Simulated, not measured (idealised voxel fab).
process module | voxel ribs on slabs
cross-section cut | 155 nm wide | cells 5 nm
A cross-section is a grid of square cells, given in bands from the top down. A band is one or more rows of cells.
Each band's line starts with the height of the band's top and of its bottom, in nm. Then come its materials from left to right, each with its width in nm. One material with "throughout" fills the band from edge to edge. "air" is empty space.
Height 0 is the level under which the wafer as received is all one material. The lowest band goes on downwards, as in "0 down".
A width such as "30 to 40" changes by the same amount from each row of cells to the next, from the band's top row to its bottom row.
"no change" after a step means that no cell of the cross-section changed.
closed voids: empty space of 8 cells or more with no open way to the top, each as width x height at its distance from the left edge, in nm
after a step's settings: what the simulator itself notes on the step
overlay nm, on a step with a mask: how far to the right of its planned place the mask lay; to the left if negative
plan
1 op RECEIVE | material Si
2 op DIRECTIONAL_DEP | material SiO2 | thk nm 20
3 op DIRECTIONAL_DEP | material polySi | thk nm 25
4 op MASKED_ETCH | tone cover | mask id RIB | width nm 30 | etch materials polySi | depth nm 20 | overlay nm 0
5 op DIRECTIONAL_DEP | material aC | thk nm 15
6 op PATTERN | tone cover | mask id SLAB | material resist | width nm 60 | thk nm 35 | overlay nm 0
7 op DIRECTIONAL_ETCH | etch materials aC | depth nm 15
8 op STRIP | etch materials resist
9 op DIRECTIONAL_ETCH | etch materials polySi | depth nm 5
10 op STRIP | etch materials aC
11 op FILL_DEP | material SiO2 | thk nm 20
12 op CMP | height nm 60
13 op DIRECTIONAL_DEP | material W | thk nm 5
14 op PATTERN | tone cover | mask id HEATER | material resist | width nm 40 | thk nm 15 | overlay nm 0
15 op DIRECTIONAL_ETCH | etch materials W | depth nm 10
16 op STRIP | etch materials resist
17 op CONFORMAL_DEP | material SiO2 | thk nm 10
varied across the wafers: thk nm of step 13. The plan shows the first wafer's value. All wafers start alike
first wafer as received, after step 1
  0 down: Si throughout
  closed voids: none
each wafer at the end: cells of each material gained (+) or lost (-) since it was received, then its closed voids
thk nm 5 | +402 SiO2 | +8 W | +36 polySi | closed voids: none
thk nm 10 | +406 SiO2 | +16 W | +36 polySi | closed voids: none
thk nm 15 | +406 SiO2 | +47 W | +36 polySi | closed voids: none
thk nm 20 | +406 SiO2 | +78 W | +36 polySi | closed voids: none
thk nm 25 | +406 SiO2 | +109 W | +36 polySi | closed voids: none
